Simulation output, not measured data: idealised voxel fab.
Presented below is a process module, voxel capacitor over wiring.
The cross-section on display is named cut; it measures 170 nm wide, and its cells are 5 nm squares.
This document writes a cross-section as a grid whose cells are square, and gives it as bands, listed from the top down; one or more rows of cells form a band.
The band entry comprises the height of the band's top followed by the height of its bottom, expressed in nm, and subsequently the band's materials from left to right, each stated together with its width in nm. Where a single material is marked with the word "full width", that material fills the band from edge to edge. The word "air" represents empty space.
The reference from which all heights are counted is 0, the level beneath which the as-received wafer is entirely one material; the lowest band, having no lower bound, proceeds downward and is written after the example "0 -> down".
A two-number width, for instance "30->40", indicates that the width is equal to the first number in the top row of the band and to the second number in the bottom row, and that it changes by a constant amount per row of cells.
The cross-section has no changed cell in any step marked "nothing altered".
Under "Enclosed void list" you'll find the enclosed gaps, the ones with no way out to the top, that are 8 cells or bigger; each reads width x height at distance, with distance counted from the left edge, everything in nm.
after a step's settings: what the simulator itself notes on the step
The "overlay nm" setting may appear on a step's line; for a step that uses a mask, it gives how far to the right of its planned position the mask lay, and a negative value indicates the left.
[Planned step list for the process]
1. RECEIVE [material Si]
2. CONFORMAL_DEP [material SiO2] [thk nm 15]
3. CONFORMAL_DEP [material SiN] [thk nm 5]
4. DIRECTIONAL_DEP [material SiO2] [thk nm 25]
5. DIRECTIONAL_DEP [material aC] [thk nm 15]
6. PATTERN [tone open] [mask id METAL_1] [material resist] [width nm 30] [pitch nm 90] [thk nm 30] [overlay nm 0]
7. DIRECTIONAL_ETCH [etch materials aC] [depth nm 15]
8. STRIP [etch materials resist]
9. DIRECTIONAL_ETCH [etch materials SiO2] [depth nm 25]
10. DIRECTIONAL_ETCH [etch materials SiN] [depth nm 5]
11. STRIP [etch materials aC]
12. CONFORMAL_DEP [material TiN] [thk nm 5]
13. FILL_DEP [material Cu] [thk nm 10]
14. CMP [height nm 45]
15. CONFORMAL_DEP [material SiCN] [thk nm 5]
16. DIRECTIONAL_DEP [material SiO2] [thk nm 15]
17. PATTERN [tone open] [mask id PLUG_1] [material resist] [width nm 15] [thk nm 20] [overlay nm 0]
18. DIRECTIONAL_ETCH [etch materials SiO2] [depth nm 15]
19. DIRECTIONAL_ETCH [etch materials SiCN] [depth nm 5]
20. STRIP [etch materials resist]
21. CONFORMAL_DEP [material TiN] [thk nm 5]
22. FILL_DEP [material W] [thk nm 5]
23. CMP [height nm 65]
24. DIRECTIONAL_DEP [material TiN] [thk nm 5]
25. DIRECTIONAL_DEP [material SiN] [thk nm 5]
26. DIRECTIONAL_DEP [material TiN] [thk nm 5]
27. MASKED_ETCH [tone cover] [mask id UPPER_PLATE] [width nm 65] [etch materials TiN] [depth nm 5] [overlay nm 0]
28. MASKED_ETCH [tone cover] [mask id UPPER_PLATE] [width nm 65] [etch materials SiN] [depth nm 5] [overlay nm 0]
29. DIRECTIONAL_DEP [material aC] [thk nm 15]
30. PATTERN [tone cover] [mask id LOWER_PLATE] [material resist] [width nm 75] [thk nm 35] [overlay nm 0]
31. DIRECTIONAL_ETCH [etch materials aC] [depth nm 15]
32. STRIP [etch materials resist]
33. DIRECTIONAL_ETCH [etch materials TiN] [depth nm 5]
34. STRIP [etch materials aC]
35. FILL_DEP [material SiO2] [thk nm 15]
36. CMP [height nm 90]
37. MASKED_ETCH [tone open] [mask id PLUG_2] [width nm 15] [etch materials SiO2] [depth nm 10] [overlay nm 0]
38. CONFORMAL_DEP [material TiN] [thk nm 5]
39. FILL_DEP [material Cu] [thk nm 5]
40. CMP [height nm 90]
41. CONFORMAL_DEP [material SiCN] [thk nm 5]
[Of two wafers, the first: run according to plan]
[Shown in cross-section is the wafer as received, that is, as it stands after step 1]
> 0 -> down = Si full width
> Enclosed void list: none
[Cross-section: wafer state after step 2]
> 15 -> 0 = SiO2 full width
> Below a height of 0, the structure has not been altered.
[Cross-section: wafer state after step 3]
> 20 -> 15 = SiN full width
> Below a height of 15, the structure has not been altered.
[Cross-section: wafer state after step 4]
> 45 -> 20 = SiO2 full width
> Below a height of 20, the structure has not been altered.
[Cross-section: wafer state after step 5]
> 60 -> 45 = aC full width
> Below a height of 45, the structure has not been altered.
[Cross-section: wafer state after step 6]
> 90 -> 60 = resist 25 nm; air 30 nm; resist 60 nm; air 30 nm; resist 25 nm
> Below a height of 60, the structure has not been altered.
[Cross-section: wafer state after step 7]
> 75 -> 60 = resist 25 nm; air 30 nm; resist 60 nm; air 30 nm; resist 25 nm
> 60 -> 45 = aC 25 nm; air 30 nm; aC 60 nm; air 30 nm; aC 25 nm
> Below a height of 45, the structure has not been altered.
[Cross-section: wafer state after step 8]
> 60 -> 45 = aC 25 nm; air 30 nm; aC 60 nm; air 30 nm; aC 25 nm
> Below a height of 45, the structure has not been altered.
[Cross-section: wafer state after step 9]
> 60 -> 45 = aC 25 nm; air 30 nm; aC 60 nm; air 30 nm; aC 25 nm
> 45 -> 20 = SiO2 25 nm; air 30 nm; SiO2 60 nm; air 30 nm; SiO2 25 nm
> Below a height of 20, the structure has not been altered.
[Cross-section: wafer state after step 10]
> 60 -> 45 = aC 25 nm; air 30 nm; aC 60 nm; air 30 nm; aC 25 nm
> 45 -> 20 = SiO2 25 nm; air 30 nm; SiO2 60 nm; air 30 nm; SiO2 25 nm
> 20 -> 15 = SiN 25 nm; air 30 nm; SiN 60 nm; air 30 nm; SiN 25 nm
> Below a height of 15, the structure has not been altered.
[Cross-section: wafer state after step 11]
> 45 -> 20 = SiO2 25 nm; air 30 nm; SiO2 60 nm; air 30 nm; SiO2 25 nm
> Below a height of 20, the structure has not been altered.
[Cross-section: wafer state after step 12]
> 50 -> 45 = TiN 30 nm; air 20 nm; TiN 70 nm; air 20 nm; TiN 30 nm
> 45 -> 20 = SiO2 25 nm; TiN 5 nm; air 20 nm; TiN 5 nm; SiO2 60 nm; TiN 5 nm; air 20 nm; TiN 5 nm; SiO2 25 nm
> 20 -> 15 = SiN 25 nm; TiN 30 nm; SiN 60 nm; TiN 30 nm; SiN 25 nm
> Below a height of 15, the structure has not been altered.
[Cross-section: wafer state after step 13]
> 60 -> 50 = Cu full width
> 50 -> 45 = TiN 30 nm; Cu 20 nm; TiN 70 nm; Cu 20 nm; TiN 30 nm
> 45 -> 20 = SiO2 25 nm; TiN 5 nm; Cu 20 nm; TiN 5 nm; SiO2 60 nm; TiN 5 nm; Cu 20 nm; TiN 5 nm; SiO2 25 nm
> Below a height of 20, the structure has not been altered.
[Cross-section: wafer state after step 14]
> 45 -> 20 = SiO2 25 nm; TiN 5 nm; Cu 20 nm; TiN 5 nm; SiO2 60 nm; TiN 5 nm; Cu 20 nm; TiN 5 nm; SiO2 25 nm
> Below a height of 20, the structure has not been altered.
[Cross-section: wafer state after step 15]
> 50 -> 45 = SiCN full width
> Below a height of 45, the structure has not been altered.
[Cross-section: wafer state after step 16]
> 65 -> 50 = SiO2 full width
> Below a height of 50, the structure has not been altered.
[Cross-section: wafer state after step 17]
> 85 -> 65 = resist 40 nm; air 15 nm; resist 115 nm
> Below a height of 65, the structure has not been altered.
[Cross-section: wafer state after step 18]
> 85 -> 65 = resist 40 nm; air 15 nm; resist 115 nm
> 65 -> 50 = SiO2 40 nm; air 15 nm; SiO2 115 nm
> Below a height of 50, the structure has not been altered.
[Cross-section: wafer state after step 19]
> 85 -> 65 = resist 40 nm; air 15 nm; resist 115 nm
> 65 -> 50 = SiO2 40 nm; air 15 nm; SiO2 115 nm
> 50 -> 45 = SiCN 40 nm; air 15 nm; SiCN 115 nm
> Below a height of 45, the structure has not been altered.
[Cross-section: wafer state after step 20]
> 65 -> 50 = SiO2 40 nm; air 15 nm; SiO2 115 nm
> Below a height of 50, the structure has not been altered.
[Cross-section: wafer state after step 21]
> 70 -> 65 = TiN 45 nm; air 5 nm; TiN 120 nm
> 65 -> 50 = SiO2 40 nm; TiN 5 nm; air 5 nm; TiN 5 nm; SiO2 115 nm
> 50 -> 45 = SiCN 40 nm; TiN 15 nm; SiCN 115 nm
> Below a height of 45, the structure has not been altered.
[Cross-section: wafer state after step 22]
> 75 -> 70 = W full width
> 70 -> 65 = TiN 45 nm; W 5 nm; TiN 120 nm
> 65 -> 50 = SiO2 40 nm; TiN 5 nm; W 5 nm; TiN 5 nm; SiO2 115 nm
> Below a height of 50, the structure has not been altered.
[Cross-section: wafer state after step 23]
> 65 -> 50 = SiO2 40 nm; TiN 5 nm; W 5 nm; TiN 5 nm; SiO2 115 nm
> Below a height of 50, the structure has not been altered.
[Cross-section: wafer state after step 24]
> 70 -> 65 = TiN full width
> Below a height of 65, the structure has not been altered.
[Cross-section: wafer state after step 25]
> 75 -> 70 = SiN full width
> Below a height of 70, the structure has not been altered.
[Cross-section: wafer state after step 26]
> 80 -> 75 = TiN full width
> Below a height of 75, the structure has not been altered.
[Cross-section: wafer state after step 27]
> 80 -> 75 = air 40 nm; TiN 65 nm; air 65 nm
> Below a height of 75, the structure has not been altered.
[Cross-section: wafer state after step 28]
> 80 -> 75 = air 40 nm; TiN 65 nm; air 65 nm
> 75 -> 70 = air 40 nm; SiN 65 nm; air 65 nm
> Below a height of 70, the structure has not been altered.
[Cross-section: wafer state after step 29]
> 95 -> 85 = air 40 nm; aC 65 nm; air 65 nm
> 85 -> 80 = aC full width
> 80 -> 75 = aC 40 nm; TiN 65 nm; aC 65 nm
> 75 -> 70 = aC 40 nm; SiN 65 nm; aC 65 nm
> Below a height of 70, the structure has not been altered.
[Cross-section: wafer state after step 30]
> 130 -> 95 = air 35 nm; resist 75 nm; air 60 nm
> 95 -> 85 = air 35 nm; resist 5 nm; aC 65 nm; resist 5 nm; air 60 nm
> Below a height of 85, the structure has not been altered.
[Cross-section: wafer state after step 31]
> 115 -> 95 = air 35 nm; resist 75 nm; air 60 nm
> 95 -> 85 = air 35 nm; resist 5 nm; aC 65 nm; resist 5 nm; air 60 nm
> 85 -> 80 = air 35 nm; aC 75 nm; air 60 nm
> 80 -> 75 = air 35 nm; aC 5 nm; TiN 65 nm; aC 5 nm; air 60 nm
> 75 -> 70 = air 35 nm; aC 5 nm; SiN 65 nm; aC 5 nm; air 60 nm
> Below a height of 70, the structure has not been altered.
[Cross-section: wafer state after step 32]
> 95 -> 85 = air 40 nm; aC 65 nm; air 65 nm
> Below a height of 85, the structure has not been altered.
[Cross-section: wafer state after step 33]
> 95 -> 85 = air 40 nm; aC 65 nm; air 65 nm
> 85 -> 80 = air 35 nm; aC 75 nm; air 60 nm
> 80 -> 75 = air 35 nm; aC 5 nm; TiN 65 nm; aC 5 nm; air 60 nm
> 75 -> 70 = air 35 nm; aC 5 nm; SiN 65 nm; aC 5 nm; air 60 nm
> 70 -> 65 = air 35 nm; TiN 75 nm; air 60 nm
> Below a height of 65, the structure has not been altered.
[Cross-section: wafer state after step 34]
> 80 -> 75 = air 40 nm; TiN 65 nm; air 65 nm
> 75 -> 70 = air 40 nm; SiN 65 nm; air 65 nm
> Below a height of 70, the structure has not been altered.
[Cross-section: wafer state after step 35]
> 95 -> 80 = SiO2 full width
> 80 -> 75 = SiO2 40 nm; TiN 65 nm; SiO2 65 nm
> 75 -> 70 = SiO2 40 nm; SiN 65 nm; SiO2 65 nm
> 70 -> 65 = SiO2 35 nm; TiN 75 nm; SiO2 60 nm
> Below a height of 65, the structure has not been altered.
[Cross-section: wafer state after step 36]
> 90 -> 80 = SiO2 full width
> Below a height of 80, the structure has not been altered.
[Cross-section: wafer state after step 37]
> 90 -> 80 = SiO2 50 nm; air 15 nm; SiO2 105 nm
> Below a height of 80, the structure has not been altered.
[Cross-section: wafer state after step 38]
> 95 -> 90 = TiN 55 nm; air 5 nm; TiN 110 nm
> 90 -> 85 = SiO2 50 nm; TiN 5 nm; air 5 nm; TiN 5 nm; SiO2 105 nm
> 85 -> 75 = SiO2 50->40 nm; TiN 15->65 nm; SiO2 105->65 nm
> Below a height of 75, the structure has not been altered.
[Cross-section: wafer state after step 39]
> 100 -> 95 = Cu full width
> 95 -> 90 = TiN 55 nm; Cu 5 nm; TiN 110 nm
> 90 -> 85 = SiO2 50 nm; TiN 5 nm; Cu 5 nm; TiN 5 nm; SiO2 105 nm
> Below a height of 85, the structure has not been altered.
[Cross-section: wafer state after step 40]
> 90 -> 85 = SiO2 50 nm; TiN 5 nm; Cu 5 nm; TiN 5 nm; SiO2 105 nm
> Below a height of 85, the structure has not been altered.
[Cross-section: wafer state after step 41]
> 95 -> 90 = SiCN full width
> Below a height of 90, the structure has not been altered.
[Second of two: same start, same plan, one run error; steps up to and including 16 match the first]
[Cross-sectional view of the second wafer at the intended end time of process step 17]
> 85 -> 65 = air 40 nm; resist 15 nm; air 115 nm
> Below a height of 65, the structure has not been altered.
[Cross-sectional view of the second wafer at the intended end time of process step 18]
> 85 -> 65 = air 40 nm; resist 15 nm; air 115 nm
> 65 -> 50 = air 40 nm; SiO2 15 nm; air 115 nm
> Below a height of 50, the structure has not been altered.
[Cross-sectional view of the second wafer at the intended end time of process step 19]
> 85 -> 65 = air 40 nm; resist 15 nm; air 115 nm
> 65 -> 50 = air 40 nm; SiO2 15 nm; air 115 nm
> 50 -> 45 = air 40 nm; SiCN 15 nm; air 115 nm
> Below a height of 45, the structure has not been altered.
[Cross-sectional view of the second wafer at the intended end time of process step 20]
> 65 -> 50 = air 40 nm; SiO2 15 nm; air 115 nm
> Below a height of 50, the structure has not been altered.
[Cross-sectional view of the second wafer at the intended end time of process step 21]
> 70 -> 65 = air 35 nm; TiN 25 nm; air 110 nm
> 65 -> 50 = air 35 nm; TiN 5 nm; SiO2 15 nm; TiN 5 nm; air 110 nm
> 50 -> 45 = TiN 40 nm; SiCN 15 nm; TiN 115 nm
> Below a height of 45, the structure has not been altered.
[Cross-sectional view of the second wafer at the intended end time of process step 22]
> 75 -> 70 = W full width
> 70 -> 65 = W 35 nm; TiN 25 nm; W 110 nm
> 65 -> 50 = W 35 nm; TiN 5 nm; SiO2 15 nm; TiN 5 nm; W 110 nm
> Below a height of 50, the structure has not been altered.
[Cross-sectional view of the second wafer at the intended end time of process step 23]
> 65 -> 50 = W 35 nm; TiN 5 nm; SiO2 15 nm; TiN 5 nm; W 110 nm
> Below a height of 50, the structure has not been altered.
[Cross-sectional view of the second wafer at the intended end time of process step 24]
> 70 -> 65 = TiN full width
> Below a height of 65, the structure has not been altered.
[Cross-sectional view of the second wafer at the intended end time of process step 25]
> 75 -> 70 = SiN full width
> Below a height of 70, the structure has not been altered.
[Cross-sectional view of the second wafer at the intended end time of process step 26]
> 80 -> 75 = TiN full width
> Below a height of 75, the structure has not been altered.
[Cross-sectional view of the second wafer at the intended end time of process step 27]
> 80 -> 75 = air 40 nm; TiN 65 nm; air 65 nm
> Below a height of 75, the structure has not been altered.
[Cross-sectional view of the second wafer at the intended end time of process step 28]
> 80 -> 75 = air 40 nm; TiN 65 nm; air 65 nm
> 75 -> 70 = air 40 nm; SiN 65 nm; air 65 nm
> Below a height of 70, the structure has not been altered.
[Cross-sectional view of the second wafer at the intended end time of process step 29]
> 95 -> 85 = air 40 nm; aC 65 nm; air 65 nm
> 85 -> 80 = aC full width
> 80 -> 75 = aC 40 nm; TiN 65 nm; aC 65 nm
> 75 -> 70 = aC 40 nm; SiN 65 nm; aC 65 nm
> Below a height of 70, the structure has not been altered.
[Cross-sectional view of the second wafer at the intended end time of process step 30]
> 130 -> 95 = air 35 nm; resist 75 nm; air 60 nm
> 95 -> 85 = air 35 nm; resist 5 nm; aC 65 nm; resist 5 nm; air 60 nm
> Below a height of 85, the structure has not been altered.
[Cross-sectional view of the second wafer at the intended end time of process step 31]
> 115 -> 95 = air 35 nm; resist 75 nm; air 60 nm
> 95 -> 85 = air 35 nm; resist 5 nm; aC 65 nm; resist 5 nm; air 60 nm
> 85 -> 80 = air 35 nm; aC 75 nm; air 60 nm
> 80 -> 75 = air 35 nm; aC 5 nm; TiN 65 nm; aC 5 nm; air 60 nm
> 75 -> 70 = air 35 nm; aC 5 nm; SiN 65 nm; aC 5 nm; air 60 nm
> Below a height of 70, the structure has not been altered.
[Cross-sectional view of the second wafer at the intended end time of process step 32]
> 95 -> 85 = air 40 nm; aC 65 nm; air 65 nm
> Below a height of 85, the structure has not been altered.
[Cross-sectional view of the second wafer at the intended end time of process step 33]
> 95 -> 85 = air 40 nm; aC 65 nm; air 65 nm
> 85 -> 80 = air 35 nm; aC 75 nm; air 60 nm
> 80 -> 75 = air 35 nm; aC 5 nm; TiN 65 nm; aC 5 nm; air 60 nm
> 75 -> 70 = air 35 nm; aC 5 nm; SiN 65 nm; aC 5 nm; air 60 nm
> 70 -> 65 = air 35 nm; TiN 75 nm; air 60 nm
> Below a height of 65, the structure has not been altered.
[Cross-sectional view of the second wafer at the intended end time of process step 34]
> 80 -> 75 = air 40 nm; TiN 65 nm; air 65 nm
> 75 -> 70 = air 40 nm; SiN 65 nm; air 65 nm
> Below a height of 70, the structure has not been altered.
[Cross-sectional view of the second wafer at the intended end time of process step 35]
> 95 -> 80 = SiO2 full width
> 80 -> 75 = SiO2 40 nm; TiN 65 nm; SiO2 65 nm
> 75 -> 70 = SiO2 40 nm; SiN 65 nm; SiO2 65 nm
> 70 -> 65 = SiO2 35 nm; TiN 75 nm; SiO2 60 nm
> Below a height of 65, the structure has not been altered.
[Cross-sectional view of the second wafer at the intended end time of process step 36]
> 90 -> 80 = SiO2 full width
> Below a height of 80, the structure has not been altered.
[Cross-sectional view of the second wafer at the intended end time of process step 37]
> 90 -> 80 = SiO2 50 nm; air 15 nm; SiO2 105 nm
> Below a height of 80, the structure has not been altered.
[Cross-sectional view of the second wafer at the intended end time of process step 38]
> 95 -> 90 = TiN 55 nm; air 5 nm; TiN 110 nm
> 90 -> 85 = SiO2 50 nm; TiN 5 nm; air 5 nm; TiN 5 nm; SiO2 105 nm
> 85 -> 75 = SiO2 50->40 nm; TiN 15->65 nm; SiO2 105->65 nm
> Below a height of 75, the structure has not been altered.
[Cross-sectional view of the second wafer at the intended end time of process step 39]
> 100 -> 95 = Cu full width
> 95 -> 90 = TiN 55 nm; Cu 5 nm; TiN 110 nm
> 90 -> 85 = SiO2 50 nm; TiN 5 nm; Cu 5 nm; TiN 5 nm; SiO2 105 nm
> Below a height of 85, the structure has not been altered.
[Cross-sectional view of the second wafer at the intended end time of process step 40]
> 90 -> 85 = SiO2 50 nm; TiN 5 nm; Cu 5 nm; TiN 5 nm; SiO2 105 nm
> Below a height of 85, the structure has not been altered.
[Cross-sectional view of the second wafer at the intended end time of process step 41]
> 95 -> 90 = SiCN full width
> Below a height of 90, the structure has not been altered.
What was the processing mistake? step 17 was processed under conditions differing from the plan, specifically as PATTERN [tone cover] [mask id PLUG_1] [material resist] [width nm 15] [thk nm 20] [overlay nm 0]
Final cells, second wafer relative to first, materials higher or lower: SiCN -28; SiO2 -84; TiN +28; W +84
